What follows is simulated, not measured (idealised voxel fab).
process module | voxel gate over fins
cross-section cut | 145 nm wide | cells 5 nm
A cross-section is a grid of square cells, given in bands from the top down. A band is one or more rows of cells.
Each band's line starts with the height of the band's top and of its bottom, in nm. Then come its materials from left to right, each with its width in nm. One material with "throughout" fills the band from edge to edge. "air" is empty space.
Height 0 is the level under which the wafer as received is all one material. The lowest band goes on downwards, as in "0 down".
A width such as "30 to 40" changes by the same amount from each row of cells to the next, from the band's top row to its bottom row.
"no change" after a step means that no cell of the cross-section changed.
closed voids: empty space of 8 cells or more with no open way to the top, each as width x height at its distance from the left edge, in nm
after a step's settings: what the simulator itself notes on the step
overlay nm, on a step with a mask: how far to the right of its planned place the mask lay; to the left if negative
plan
1 op RECEIVE | material Si
2 op CONFORMAL_DEP | material SiN | thk nm 10
3 op DIRECTIONAL_DEP | material aC | thk nm 15
4 op PATTERN | tone cover | mask id FINS | material resist | width nm 15 | pitch nm 40 | thk nm 35 | overlay nm 0
5 op DIRECTIONAL_ETCH | etch materials aC | depth nm 15
6 op STRIP | etch materials resist
7 op DIRECTIONAL_ETCH | etch materials SiN | depth nm 10
8 op DIRECTIONAL_ETCH | etch materials Si | depth nm 30
9 op STRIP | etch materials aC
10 op OXIDIZE | depth nm 5
11 op FILL_DEP | material SiO2 | thk nm 10
12 op CMP | height nm 10
13 op SELECTIVE_ETCH | etch materials SiO2 | depth nm 25
14 op STRIP | etch materials SiN
15 op CONFORMAL_DEP | material HfO2 | thk nm 5
16 op CONFORMAL_DEP | material TiN | thk nm 5
17 op FILL_DEP | material W | thk nm 10
18 op CMP | height nm 15
19 op CONFORMAL_DEP | material SiN | thk nm 5
first wafer, as planned
as received, after step 1
  0 down: Si throughout
  closed voids: none
after step 2
  10 to 0: SiN throughout
  below 0: unchanged
after step 3
  25 to 10: aC throughout
  below 10: unchanged
after step 4
  60 to 25: air 25 | resist 15 | air 25 | resist 15 | air 25 | resist 15 | air 25
  below 25: unchanged
after step 5
  45 to 25: air 25 | resist 15 | air 25 | resist 15 | air 25 | resist 15 | air 25
  25 to 10: air 25 | aC 15 | air 25 | aC 15 | air 25 | aC 15 | air 25
  below 10: unchanged
after step 6
  25 to 10: air 25 | aC 15 | air 25 | aC 15 | air 25 | aC 15 | air 25
  below 10: unchanged
after step 7
  25 to 10: air 25 | aC 15 | air 25 | aC 15 | air 25 | aC 15 | air 25
  10 to 0: air 25 | SiN 15 | air 25 | SiN 15 | air 25 | SiN 15 | air 25
  below 0: unchanged
after step 8
  25 to 10: air 25 | aC 15 | air 25 | aC 15 | air 25 | aC 15 | air 25
  10 to 0: air 25 | SiN 15 | air 25 | SiN 15 | air 25 | SiN 15 | air 25
  0 to -30: air 25 | Si 15 | air 25 | Si 15 | air 25 | Si 15 | air 25
  below -30: unchanged
after step 9
  10 to 0: air 25 | SiN 15 | air 25 | SiN 15 | air 25 | SiN 15 | air 25
  below 0: unchanged
after step 10
  10 to 0: air 25 | SiN 15 | air 25 | SiN 15 | air 25 | SiN 15 | air 25
  0 to -30: air 25 | SiO2 5 | Si 5 | SiO2 5 | air 25 | SiO2 5 | Si 5 | SiO2 5 | air 25 | SiO2 5 | Si 5 | SiO2 5 | air 25
  -30 to -35: SiO2 30 | Si 5 | SiO2 35 | Si 5 | SiO2 35 | Si 5 | SiO2 30
  below -35: unchanged
after step 11
  20 to 10: SiO2 throughout
  10 to 0: SiO2 25 | SiN 15 | SiO2 25 | SiN 15 | SiO2 25 | SiN 15 | SiO2 25
  0 to -35: SiO2 30 | Si 5 | SiO2 35 | Si 5 | SiO2 35 | Si 5 | SiO2 30
  below -35: unchanged
after step 12
  10 to 0: SiO2 25 | SiN 15 | SiO2 25 | SiN 15 | SiO2 25 | SiN 15 | SiO2 25
  below 0: unchanged
after step 13
  10 to 0: air 25 | SiN 15 | air 25 | SiN 15 | air 25 | SiN 15 | air 25
  0 to -15: air 30 | Si 5 | air 35 | Si 5 | air 35 | Si 5 | air 30
  below -15: unchanged
after step 14
  0 to -15: air 30 | Si 5 | air 35 | Si 5 | air 35 | Si 5 | air 30
  below -15: unchanged
after step 15
  5 to 0: air 25 | HfO2 15 | air 25 | HfO2 15 | air 25 | HfO2 15 | air 25
  0 to -10: air 25 | HfO2 5 | Si 5 | HfO2 5 | air 25 | HfO2 5 | Si 5 | HfO2 5 | air 25 | HfO2 5 | Si 5 | HfO2 5 | air 25
  -10 to -15: HfO2 30 | Si 5 | HfO2 35 | Si 5 | HfO2 35 | Si 5 | HfO2 30
  below -15: unchanged
after step 16
  10 to 5: air 20 | TiN 25 | air 15 | TiN 25 | air 15 | TiN 25 | air 20
  5 to 0: air 20 | TiN 5 | HfO2 15 | TiN 5 | air 15 | TiN 5 | HfO2 15 | TiN 5 | air 15 | TiN 5 | HfO2 15 | TiN 5 | air 20
  0 to -5: air 20 | TiN 5 | HfO2 5 | Si 5 | HfO2 5 | TiN 5 | air 15 | TiN 5 | HfO2 5 | Si 5 | HfO2 5 | TiN 5 | air 15 | TiN 5 | HfO2 5 | Si 5 | HfO2 5 | TiN 5 | air 20
  -5 to -10: TiN 25 | HfO2 5 | Si 5 | HfO2 5 | TiN 25 | HfO2 5 | Si 5 | HfO2 5 | TiN 25 | HfO2 5 | Si 5 | HfO2 5 | TiN 25
  below -10: unchanged
after step 17
  20 to 10: W throughout
  10 to 5: W 20 | TiN 25 | W 15 | TiN 25 | W 15 | TiN 25 | W 20
  5 to 0: W 20 | TiN 5 | HfO2 15 | TiN 5 | W 15 | TiN 5 | HfO2 15 | TiN 5 | W 15 | TiN 5 | HfO2 15 | TiN 5 | W 20
  0 to -5: W 20 | TiN 5 | HfO2 5 | Si 5 | HfO2 5 | TiN 5 | W 15 | TiN 5 | HfO2 5 | Si 5 | HfO2 5 | TiN 5 | W 15 | TiN 5 | HfO2 5 | Si 5 | HfO2 5 | TiN 5 | W 20
  below -5: unchanged
after step 18
  15 to 10: W throughout
  below 10: unchanged
after step 19
  20 to 15: SiN throughout
  below 15: unchanged
second wafer: like start, like plan, one mistake. Through step 3 it matches the first wafer
when step 4 should have ended
  60 to 25: air 25 | resist 20 | air 20 | resist 20 | air 20 | resist 20 | air 20
  below 25: unchanged
when step 5 should have ended
  45 to 25: air 25 | resist 20 | air 20 | resist 20 | air 20 | resist 20 | air 20
  25 to 10: air 25 | aC 20 | air 20 | aC 20 | air 20 | aC 20 | air 20
  below 10: unchanged
when step 6 should have ended
  25 to 10: air 25 | aC 20 | air 20 | aC 20 | air 20 | aC 20 | air 20
  below 10: unchanged
when step 7 should have ended
  25 to 10: air 25 | aC 20 | air 20 | aC 20 | air 20 | aC 20 | air 20
  10 to 0: air 25 | SiN 20 | air 20 | SiN 20 | air 20 | SiN 20 | air 20
  below 0: unchanged
when step 8 should have ended
  25 to 10: air 25 | aC 20 | air 20 | aC 20 | air 20 | aC 20 | air 20
  10 to 0: air 25 | SiN 20 | air 20 | SiN 20 | air 20 | SiN 20 | air 20
  0 to -30: air 25 | Si 20 | air 20 | Si 20 | air 20 | Si 20 | air 20
  below -30: unchanged
when step 9 should have ended
  10 to 0: air 25 | SiN 20 | air 20 | SiN 20 | air 20 | SiN 20 | air 20
  below 0: unchanged
when step 10 should have ended
  10 to 0: air 25 | SiN 20 | air 20 | SiN 20 | air 20 | SiN 20 | air 20
  0 to -30: air 25 | SiO2 5 | Si 10 | SiO2 5 | air 20 | SiO2 5 | Si 10 | SiO2 5 | air 20 | SiO2 5 | Si 10 | SiO2 5 | air 20
  -30 to -35: SiO2 30 | Si 10 | SiO2 30 | Si 10 | SiO2 30 | Si 10 | SiO2 25
  below -35: unchanged
when step 11 should have ended
  20 to 10: SiO2 throughout
  10 to 0: SiO2 25 | SiN 20 | SiO2 20 | SiN 20 | SiO2 20 | SiN 20 | SiO2 20
  0 to -35: SiO2 30 | Si 10 | SiO2 30 | Si 10 | SiO2 30 | Si 10 | SiO2 25
  below -35: unchanged
when step 12 should have ended
  10 to 0: SiO2 25 | SiN 20 | SiO2 20 | SiN 20 | SiO2 20 | SiN 20 | SiO2 20
  below 0: unchanged
when step 13 should have ended
  10 to 0: air 25 | SiN 20 | air 20 | SiN 20 | air 20 | SiN 20 | air 20
  0 to -15: air 30 | Si 10 | air 30 | Si 10 | air 30 | Si 10 | air 25
  below -15: unchanged
when step 14 should have ended
  0 to -15: air 30 | Si 10 | air 30 | Si 10 | air 30 | Si 10 | air 25
  below -15: unchanged
when step 15 should have ended
  5 to 0: air 25 | HfO2 20 | air 20 | HfO2 20 | air 20 | HfO2 20 | air 20
  0 to -10: air 25 | HfO2 5 | Si 10 | HfO2 5 | air 20 | HfO2 5 | Si 10 | HfO2 5 | air 20 | HfO2 5 | Si 10 | HfO2 5 | air 20
  -10 to -15: HfO2 30 | Si 10 | HfO2 30 | Si 10 | HfO2 30 | Si 10 | HfO2 25
  below -15: unchanged
when step 16 should have ended
  10 to 5: air 20 | TiN 30 | air 10 | TiN 30 | air 10 | TiN 30 | air 15
  5 to 0: air 20 | TiN 5 | HfO2 20 | TiN 5 | air 10 | TiN 5 | HfO2 20 | TiN 5 | air 10 | TiN 5 | HfO2 20 | TiN 5 | air 15
  0 to -5: air 20 | TiN 5 | HfO2 5 | Si 10 | HfO2 5 | TiN 5 | air 10 | TiN 5 | HfO2 5 | Si 10 | HfO2 5 | TiN 5 | air 10 | TiN 5 | HfO2 5 | Si 10 | HfO2 5 | TiN 5 | air 15
  -5 to -10: TiN 25 | HfO2 5 | Si 10 | HfO2 5 | TiN 20 | HfO2 5 | Si 10 | HfO2 5 | TiN 20 | HfO2 5 | Si 10 | HfO2 5 | TiN 20
  below -10: unchanged
when step 17 should have ended
  20 to 10: W throughout
  10 to 5: W 20 | TiN 30 | W 10 | TiN 30 | W 10 | TiN 30 | W 15
  5 to 0: W 20 | TiN 5 | HfO2 20 | TiN 5 | W 10 | TiN 5 | HfO2 20 | TiN 5 | W 10 | TiN 5 | HfO2 20 | TiN 5 | W 15
  0 to -5: W 20 | TiN 5 | HfO2 5 | Si 10 | HfO2 5 | TiN 5 | W 10 | TiN 5 | HfO2 5 | Si 10 | HfO2 5 | TiN 5 | W 10 | TiN 5 | HfO2 5 | Si 10 | HfO2 5 | TiN 5 | W 15
  below -5: unchanged
when step 18 should have ended
  15 to 10: W throughout
  below 10: unchanged
when step 19 should have ended
  20 to 15: SiN throughout
  below 15: unchanged
what went wrong: step 4 ran as: op PATTERN | tone cover | mask id FINS | material resist | width nm 20 | pitch nm 40 | thk nm 35 | overlay nm 0
at the end the second wafer has, in cells: 21 more of Si | 12 fewer of SiO2 | 9 fewer of W
